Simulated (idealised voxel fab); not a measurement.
Herein follows the process module entitled voxel self aligned vias.
cross-section cut | 225 nm wide | cells 5 nm
Bands, listed from the top down, are how a cross-section gets written in this document; the cross-section itself is a grid of square cells, and a band is one or more rows of them.
Heads up on the band format: heights come first, top then bottom, in nm. After that it's the materials left to right, each with its width in nm. A single material flagged "edge to edge" fills the whole band edge to edge, and "empty" means there's empty space there.
Beneath 0, the wafer as received is one material, and that level is where height counting begins. The lowest band goes on downward without a bottom; it is written like "0..down".
The notation "30->40" denotes a width that varies across the rows of cells in the band, beginning at the first number in the top row, finishing at the second number in the bottom row, and changing by an identical amount from each row to the next.
"everything unchanged", as given for a step, is the statement that not any cell of the cross-section underwent a change during that step.
Empty spaces without an open route to the top, at least 8 cells in extent, make up the entry "Cavities, closed"; each is given as width x height at distance, where the distance is measured from the left edge, and all are in nm.
It should be noted that, on the line of a given step, the content following the step's settings is a remark produced by the simulator itself with respect to that step.
"overlay nm" denotes, for a step that has a mask, the displacement of the mask to the right of its planned place, with negative values corresponding to the left.

## Intended process steps
- 1: op RECEIVE | material Si
- 2: op CONFORMAL_DEP | material SiO2 | thk nm 10
- 3: op CONFORMAL_DEP | material SiCN | thk nm 5
- 4: op DIRECTIONAL_DEP | material SiO2 | thk nm 20
- 5: op MASKED_ETCH | tone open | mask id LINES | width nm 30 | pitch nm 70 | etch materials SiO2 | depth nm 20 | overlay nm 0
- 6: op CONFORMAL_DEP | material TiN | thk nm 5
- 7: op FILL_DEP | material W | thk nm 5
- 8: op CMP | height nm 35
- 9: op SELECTIVE_ETCH | etch materials W Ru TiN | depth nm 10
- 10: op FILL_DEP | material SiN | thk nm 5
- 11: op CMP | height nm 35
- 12: op DIRECTIONAL_DEP | material SiO2 | thk nm 20
- 13: op DIRECTIONAL_DEP | material aC | thk nm 10
- 14: op PATTERN | tone open | mask id VIAS | material resist | width nm 30 | pitch nm 140 | thk nm 25 | overlay nm 0
- 15: op DIRECTIONAL_ETCH | etch materials aC | depth nm 10
- 16: op STRIP | etch materials resist
- 17: op DIRECTIONAL_ETCH | etch materials SiO2 | depth nm 20
- 18: op DIRECTIONAL_ETCH | etch materials SiN | depth nm 10
- 19: op STRIP | etch materials aC
- 20: op CONFORMAL_DEP | material TiN | thk nm 5
- 21: op FILL_DEP | material Ru | thk nm 5
- 22: op CMP | height nm 55
- 23: op CONFORMAL_DEP | material SiCN | thk nm 5
Keep in mind the plan's value for the width nm of step 14 comes from the first wafer; the wafers don't share that setting, but they do share the same starting point.

## Cross-sectional view of the first of several wafers in the as-received condition, corresponding to the state following step 1
> 0..down | Si edge to edge
> Cavities, closed: none

## Rows = wafers. At module end, each row lists per material the cells gained (+) or lost (-) since the wafer was received, then the closed voids
width nm 30 | +40 Ru | +90 SiCN | +12 SiN | +330 SiO2 | +56 TiN | +12 W | Cavities, closed: none
width nm 35 | +46 Ru | +90 SiCN | +12 SiN | +322 SiO2 | +58 TiN | +12 W | Cavities, closed: none
width nm 40 | +52 Ru | +90 SiCN | +12 SiN | +314 SiO2 | +60 TiN | +12 W | Cavities, closed: none
width nm 45 | +58 Ru | +90 SiCN | +12 SiN | +306 SiO2 | +62 TiN | +12 W | Cavities, closed: none
width nm 50 | +64 Ru | +90 SiCN | +12 SiN | +298 SiO2 | +64 TiN | +12 W | Cavities, closed: none
width nm 55 | +70 Ru | +90 SiCN | +12 SiN | +290 SiO2 | +66 TiN | +12 W | Cavities, closed: none
